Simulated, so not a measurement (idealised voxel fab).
process module | voxel ribs on slabs
cross-section cut | 205 nm wide | cells 5 nm
A cross-section is a grid of square cells, given in bands from the top down. A band is one or more rows of cells.
Each band's line starts with the height of the band's top and of its bottom, in nm. Then come its materials from left to right, each with its width in nm. One material with "throughout" fills the band from edge to edge. "air" is empty space.
Height 0 is the level under which the wafer as received is all one material. The lowest band goes on downwards, as in "0 down".
A width such as "30 to 40" changes by the same amount from each row of cells to the next, from the band's top row to its bottom row.
"no change" after a step means that no cell of the cross-section changed.
closed voids: empty space of 8 cells or more with no open way to the top, each as width x height at its distance from the left edge, in nm
after a step's settings: what the simulator itself notes on the step
overlay nm, on a step with a mask: how far to the right of its planned place the mask lay; to the left if negative
plan
1 op RECEIVE | material Si
2 op DIRECTIONAL_DEP | material SiO2 | thk nm 25
3 op DIRECTIONAL_DEP | material SiN | thk nm 15
4 op DIRECTIONAL_DEP | material aC | thk nm 15
5 op PATTERN | tone cover | mask id RIB | material resist | width nm 20 | thk nm 30 | overlay nm 0
6 op DIRECTIONAL_ETCH | etch materials aC | depth nm 15
7 op STRIP | etch materials resist
8 op DIRECTIONAL_ETCH | etch materials SiN | depth nm 5
9 op STRIP | etch materials aC
10 op MASKED_ETCH | tone cover | mask id SLAB | width nm 80 | etch materials SiN | depth nm 10 | overlay nm 0
11 op FILL_DEP | material SiO2 | thk nm 25
12 op CMP | height nm 55
13 op DIRECTIONAL_DEP | material TiN | thk nm 5
14 op PATTERN | tone cover | mask id HEATER | material resist | width nm 30 | thk nm 15 | overlay nm 0
15 op DIRECTIONAL_ETCH | etch materials TiN | depth nm 5
16 op STRIP | etch materials resist
17 op CONFORMAL_DEP | material SiO2 | thk nm 10
as received, after step 1
  0 down: Si throughout
  closed voids: none
first wafer at the end, as planned
  70 to 65: air 75 | SiO2 50 | air 80
  65 to 60: SiO2 throughout
  60 to 55: SiO2 85 | TiN 30 | SiO2 90
  55 to 40: SiO2 throughout
  40 to 35: SiO2 90 | SiN 20 | SiO2 95
  35 to 25: SiO2 60 | SiN 80 | SiO2 65
  25 to 0: SiO2 throughout
  0 down: Si throughout
  closed voids: none
second wafer at the end: like start, like plan, one mistake
  70 to 65: air 75 | SiO2 50 | air 80
  65 to 60: SiO2 throughout
  60 to 55: SiO2 85 | TiN 30 | SiO2 90
  55 to 40: SiO2 throughout
  40 to 35: SiO2 90 | SiN 20 | SiO2 95
  35 to 25: SiO2 65 | SiN 70 | SiO2 70
  25 to 0: SiO2 throughout
  0 down: Si throughout
  closed voids: none
what went wrong: step 10 ran as: op MASKED_ETCH | tone cover | mask id SLAB | width nm 70 | etch materials SiN | depth nm 10 | overlay nm 0
at the end the second wafer has, in cells: 4 fewer of SiN | 4 more of SiO2
